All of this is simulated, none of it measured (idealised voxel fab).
process module | voxel self aligned contacts
cross-section cut | 260 nm wide | cells 5 nm
A cross-section is a grid of square cells, given in bands from the top down. A band is one or more rows of cells.
Each band's line starts with the height of the band's top and of its bottom, in nm. Then come its materials from left to right, each with its width in nm. One material with "throughout" fills the band from edge to edge. "air" is empty space.
Height 0 is the level under which the wafer as received is all one material. The lowest band goes on downwards, as in "0 down".
A width such as "30 to 40" changes by the same amount from each row of cells to the next, from the band's top row to its bottom row.
"no change" after a step means that no cell of the cross-section changed.
closed voids: empty space of 8 cells or more with no open way to the top, each as width x height at its distance from the left edge, in nm
after a step's settings: what the simulator itself notes on the step
overlay nm, on a step with a mask: how far to the right of its planned place the mask lay; to the left if negative
plan
1 op RECEIVE | material Si
2 op OXIDIZE | depth nm 5
3 op DIRECTIONAL_DEP | material polySi | thk nm 30
4 op DIRECTIONAL_DEP | material SiN | thk nm 15
5 op MASKED_ETCH | tone cover | mask id GATE | width nm 25 | pitch nm 60 | etch materials SiN | depth nm 15 | overlay nm 0
6 op MASKED_ETCH | tone cover | mask id GATE | width nm 15 | pitch nm 60 | etch materials polySi | depth nm 30 | overlay nm 0
7 op CONFORMAL_DEP | material SiN | thk nm 5
8 op DIRECTIONAL_ETCH | etch materials SiN | depth nm 5
9 op FILL_DEP | material SiO2 | thk nm 20
10 op CMP | height nm 55
11 op MASKED_ETCH | tone open | mask id CONTACT | width nm 45 | etch materials SiO2 | depth nm 60 | overlay nm 0
12 op CONFORMAL_DEP | material TiN | thk nm 5
13 op FILL_DEP | material W | thk nm 10
14 op CMP | height nm 55
15 op CONFORMAL_DEP | material SiN | thk nm 5
varied across the wafers: width nm of step 6. The plan shows the first wafer's value. All wafers start alike
first wafer as received, after step 1
  0 down: Si throughout
  closed voids: none
each wafer at the end: cells of each material gained (+) or lost (-) since it was received, then its closed voids
width nm 15 | -52 Si | +118 SiN | +430 SiO2 | +31 TiN | +37 W | +60 polySi | closed voids: none
width nm 20 | -52 Si | +118 SiN | +430 SiO2 | +31 TiN | +37 W | +60 polySi | closed voids: none
width nm 25 | -52 Si | +118 SiN | +430 SiO2 | +31 TiN | +37 W | +60 polySi | closed voids: none
width nm 30 | -52 Si | +118 SiN | +425 SiO2 | +31 TiN | +30 W | +72 polySi | closed voids: none
width nm 35 | -52 Si | +118 SiN | +420 SiO2 | +31 TiN | +23 W | +84 polySi | closed voids: none
width nm 40 | -52 Si | +118 SiN | +415 SiO2 | +31 TiN | +16 W | +96 polySi | closed voids: none
